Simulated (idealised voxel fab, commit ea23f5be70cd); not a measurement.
process module | voxel gate over fins
cross-section cut | 195 nm wide | cells 5 nm
A cross-section is a grid of square cells, given in bands from the top down. A band is one or more rows of cells.
Each band's line starts with the height of the band's top and of its bottom, in nm. Then come its materials from left to right, each with its width in nm. One material with "throughout" fills the band from edge to edge. "air" is empty space.
Height 0 is the level under which the wafer as received is all one material. The lowest band goes on downwards, as in "0 down".
A width such as "30 to 40" changes by the same amount from each row of cells to the next, from the band's top row to its bottom row.
"no change" after a step means that no cell of the cross-section changed.
closed voids: empty space of 8 cells or more with no open way to the top, each as width x height at its distance from the left edge, in nm
after a step's settings: what the simulator itself notes on the step
overlay nm, on a step with a mask: how far to the right of its planned place the mask lay; to the left if negative
plan
1 op RECEIVE | material Si
2 op CONFORMAL_DEP | material SiN | thk nm 5
3 op MASKED_ETCH | tone cover | mask id FINS | width nm 15 | pitch nm 55 | etch materials SiN | depth nm 5 | overlay nm 0
4 op MASKED_ETCH | tone cover | mask id FINS | width nm 15 | pitch nm 55 | etch materials Si | depth nm 35 | overlay nm 0
5 op FILL_DEP | material SiO2 | thk nm 15
6 op CMP | height nm 5
7 op DIRECTIONAL_DEP | material aC | thk nm 15
8 op PATTERN | tone open | mask id RAIL | material resist | width nm 15 | thk nm 30 | overlay nm 0
9 op DIRECTIONAL_ETCH | etch materials aC | depth nm 15
10 op STRIP | etch materials resist
11 op DIRECTIONAL_ETCH | etch materials SiO2 | depth nm 35
12 op STRIP | etch materials aC
13 op CONFORMAL_DEP | material TiN | thk nm 5
14 op FILL_DEP | material W | thk nm 5
15 op CMP | height nm 5
16 op SELECTIVE_ETCH | etch materials W Ru TiN | depth nm 20
17 op FILL_DEP | material SiO2 | thk nm 5
18 op CMP | height nm 5
19 op SELECTIVE_ETCH | etch materials SiO2 | depth nm 15
20 op STRIP | etch materials SiN
21 op CONFORMAL_DEP | material HfO2 | thk nm 5
22 op CONFORMAL_DEP | material TiN | thk nm 5
23 op FILL_DEP | material W | thk nm 15
24 op CMP | height nm 20
25 op CONFORMAL_DEP | material SiCN | thk nm 5
first wafer, as planned
as received, after step 1
  0 down: Si throughout
  closed voids: none
after step 2
  5 to 0: SiN throughout
  below 0: unchanged
after step 3
  5 to 0: air 35 | SiN 15 | air 40 | SiN 15 | air 40 | SiN 15 | air 35
  below 0: unchanged
after step 4
  5 to 0: air 35 | SiN 15 | air 40 | SiN 15 | air 40 | SiN 15 | air 35
  0 to -35: air 35 | Si 15 | air 40 | Si 15 | air 40 | Si 15 | air 35
  below -35: unchanged
after step 5
  20 to 5: SiO2 throughout
  5 to 0: SiO2 35 | SiN 15 | SiO2 40 | SiN 15 | SiO2 40 | SiN 15 | SiO2 35
  0 to -35: SiO2 35 | Si 15 | SiO2 40 | Si 15 | SiO2 40 | Si 15 | SiO2 35
  below -35: unchanged
after step 6
  5 to 0: SiO2 35 | SiN 15 | SiO2 40 | SiN 15 | SiO2 40 | SiN 15 | SiO2 35
  below 0: unchanged
after step 7
  20 to 5: aC throughout
  below 5: unchanged
after step 8
  50 to 20: resist 60 | air 15 | resist 120
  below 20: unchanged
after step 9
  35 to 20: resist 60 | air 15 | resist 120
  20 to 5: aC 60 | air 15 | aC 120
  below 5: unchanged
after step 10
  20 to 5: aC 60 | air 15 | aC 120
  below 5: unchanged
after step 11
  20 to 5: aC 60 | air 15 | aC 120
  5 to 0: SiO2 35 | SiN 15 | SiO2 10 | air 15 | SiO2 15 | SiN 15 | SiO2 40 | SiN 15 | SiO2 35
  0 to -30: SiO2 35 | Si 15 | SiO2 10 | air 15 | SiO2 15 | Si 15 | SiO2 40 | Si 15 | SiO2 35
  below -30: unchanged
after step 12
  5 to 0: SiO2 35 | SiN 15 | SiO2 10 | air 15 | SiO2 15 | SiN 15 | SiO2 40 | SiN 15 | SiO2 35
  below 0: unchanged
after step 13
  10 to 5: TiN 65 | air 5 | TiN 125
  5 to 0: SiO2 35 | SiN 15 | SiO2 10 | TiN 5 | air 5 | TiN 5 | SiO2 15 | SiN 15 | SiO2 40 | SiN 15 | SiO2 35
  0 to -25: SiO2 35 | Si 15 | SiO2 10 | TiN 5 | air 5 | TiN 5 | SiO2 15 | Si 15 | SiO2 40 | Si 15 | SiO2 35
  -25 to -30: SiO2 35 | Si 15 | SiO2 10 | TiN 15 | SiO2 15 | Si 15 | SiO2 40 | Si 15 | SiO2 35
  below -30: unchanged
after step 14
  15 to 10: W throughout
  10 to 5: TiN 65 | W 5 | TiN 125
  5 to 0: SiO2 35 | SiN 15 | SiO2 10 | TiN 5 | W 5 | TiN 5 | SiO2 15 | SiN 15 | SiO2 40 | SiN 15 | SiO2 35
  0 to -25: SiO2 35 | Si 15 | SiO2 10 | TiN 5 | W 5 | TiN 5 | SiO2 15 | Si 15 | SiO2 40 | Si 15 | SiO2 35
  below -25: unchanged
after step 15
  5 to 0: SiO2 35 | SiN 15 | SiO2 10 | TiN 5 | W 5 | TiN 5 | SiO2 15 | SiN 15 | SiO2 40 | SiN 15 | SiO2 35
  below 0: unchanged
after step 16
  5 to 0: SiO2 35 | SiN 15 | SiO2 10 | air 15 | SiO2 15 | SiN 15 | SiO2 40 | SiN 15 | SiO2 35
  0 to -15: SiO2 35 | Si 15 | SiO2 10 | air 15 | SiO2 15 | Si 15 | SiO2 40 | Si 15 | SiO2 35
  below -15: unchanged
after step 17
  10 to 5: SiO2 throughout
  5 to 0: SiO2 35 | SiN 15 | SiO2 40 | SiN 15 | SiO2 40 | SiN 15 | SiO2 35
  0 to -15: SiO2 35 | Si 15 | SiO2 40 | Si 15 | SiO2 40 | Si 15 | SiO2 35
  below -15: unchanged
after step 18
  5 to 0: SiO2 35 | SiN 15 | SiO2 40 | SiN 15 | SiO2 40 | SiN 15 | SiO2 35
  below 0: unchanged
after step 19
  5 to 0: air 35 | SiN 15 | air 40 | SiN 15 | air 40 | SiN 15 | air 35
  0 to -10: air 35 | Si 15 | air 40 | Si 15 | air 40 | Si 15 | air 35
  below -10: unchanged
after step 20
  0 to -10: air 35 | Si 15 | air 40 | Si 15 | air 40 | Si 15 | air 35
  below -10: unchanged
after step 21
  5 to 0: air 30 | HfO2 25 | air 30 | HfO2 25 | air 30 | HfO2 25 | air 30
  0 to -5: air 30 | HfO2 5 | Si 15 | HfO2 5 | air 30 | HfO2 5 | Si 15 | HfO2 5 | air 30 | HfO2 5 | Si 15 | HfO2 5 | air 30
  -5 to -10: HfO2 35 | Si 15 | HfO2 40 | Si 15 | HfO2 40 | Si 15 | HfO2 35
  below -10: unchanged
after step 22
  10 to 5: air 25 | TiN 35 | air 20 | TiN 35 | air 20 | TiN 35 | air 25
  5 to 0: air 25 | TiN 5 | HfO2 25 | TiN 5 | air 20 | TiN 5 | HfO2 25 | TiN 5 | air 20 | TiN 5 | HfO2 25 | TiN 5 | air 25
  0 to -5: TiN 30 | HfO2 5 | Si 15 | HfO2 5 | TiN 30 | HfO2 5 | Si 15 | HfO2 5 | TiN 30 | HfO2 5 | Si 15 | HfO2 5 | TiN 30
  below -5: unchanged
after step 23
  25 to 10: W throughout
  10 to 5: W 25 | TiN 35 | W 20 | TiN 35 | W 20 | TiN 35 | W 25
  5 to 0: W 25 | TiN 5 | HfO2 25 | TiN 5 | W 20 | TiN 5 | HfO2 25 | TiN 5 | W 20 | TiN 5 | HfO2 25 | TiN 5 | W 25
  below 0: unchanged
after step 24
  20 to 10: W throughout
  below 10: unchanged
after step 25
  25 to 20: SiCN throughout
  below 20: unchanged
second wafer: like start, like plan, one mistake. Through step 20 it matches the first wafer
when step 21 should have ended
  15 to 5: air 20 | HfO2 45 | air 10 | HfO2 45 | air 10 | HfO2 45 | air 20
  5 to 0: HfO2 throughout
  0 to -10: HfO2 35 | Si 15 | HfO2 40 | Si 15 | HfO2 40 | Si 15 | HfO2 35
  below -10: unchanged
when step 22 should have ended
  20 to 15: air 15 | TiN 165 | air 15
  15 to 10: air 15 | TiN 5 | HfO2 45 | TiN 10 | HfO2 45 | TiN 10 | HfO2 45 | TiN 5 | air 15
  10 to 5: TiN 20 | HfO2 45 | TiN 10 | HfO2 45 | TiN 10 | HfO2 45 | TiN 20
  below 5: unchanged
when step 23 should have ended
  35 to 20: W throughout
  20 to 15: W 15 | TiN 165 | W 15
  15 to 10: W 15 | TiN 5 | HfO2 45 | TiN 10 | HfO2 45 | TiN 10 | HfO2 45 | TiN 5 | W 15
  below 10: unchanged
when step 24 should have ended
  20 to 15: W 15 | TiN 165 | W 15
  below 15: unchanged
when step 25 should have ended
  25 to 20: SiCN throughout
  below 20: unchanged
what went wrong: step 21 ran as: op CONFORMAL_DEP | material HfO2 | thk nm 15
at the end the second wafer has, in cells: 102 more of HfO2 | 102 fewer of W
